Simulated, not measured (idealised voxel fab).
Process module heading - voxel double patterning
FYI the section here is cut, 240 nm wide, cells are 5 nm squares.
Cross-sections here: square-cell grids, written as top-down lists of bands, a band being one or more rows of cells. Heads up on the band format: heights come first, top then bottom, in nm. After that it's the materials left to right, each with its width in nm. A single material flagged "throughout" fills the whole band edge to edge, and "air" means there's empty space there. Heights are reckoned from 0. Under this level, the received wafer is all of one material. The bottommost band is open-ended downward, for example "from 0 down". Per-row width for "30 to 40": begins at first number (top row of band), ends at second number (bottom row), increment between rows held constant. "no alteration" (step): cross-section cells unchanged, all of them. Heads up: "Closed cavity list" only lists the empty pockets with no open path to the top that are 8 cells or more, and it writes them as width x height at distance, distance from the left edge, in nm. What comes after the settings on a step's line is commentary from the simulator itself on that step. Steps that use a mask can have "overlay nm" on their line. It says how far the mask sat to the right of where it was meant to be. Negative means to the left.
List of planned process steps:
step 1: RECEIVE | material Si
step 2: CONFORMAL_DEP | material SiO2 | thk nm 10
step 3: DIRECTIONAL_DEP | material W | thk nm 15
step 4: DIRECTIONAL_DEP | material SiCN | thk nm 5
step 5: PATTERN | tone open | mask id FIRST | material resist | width nm 15 | pitch nm 50 | thk nm 15 | overlay nm 0
step 6: DIRECTIONAL_ETCH | etch materials SiCN | depth nm 5
step 7: STRIP | etch materials resist
step 8: MASKED_ETCH | tone open | mask id SECOND | width nm 15 | pitch nm 50 | etch materials SiCN | depth nm 5 | overlay nm 0
step 9: DIRECTIONAL_ETCH | etch materials W | depth nm 15
step 10: STRIP | etch materials SiCN
So this is the incoming wafer in cross-section - it's already been through step 1:
from 0 down = Si throughout
Closed cavity list: none
Same starting wafer, same plan as above, one mistake in the execution; this is the cross-section at the end of the module:
from 30 to 25 = SiCN 60 nm / air 15 nm / SiCN 10 nm / air 15 nm / SiCN 10 nm / air 15 nm / SiCN 10 nm / air 15 nm / SiCN 10 nm / air 15 nm / SiCN 65 nm
from 25 to 10 = W 60 nm / air 15 nm / W 10 nm / air 15 nm / W 10 nm / air 15 nm / W 10 nm / air 15 nm / W 10 nm / air 15 nm / W 65 nm
from 10 to 0 = SiO2 throughout
from 0 down = Si throughout
Closed cavity list: none
The plan and the run diverged here: not run: step 10 of the plan (skipped)
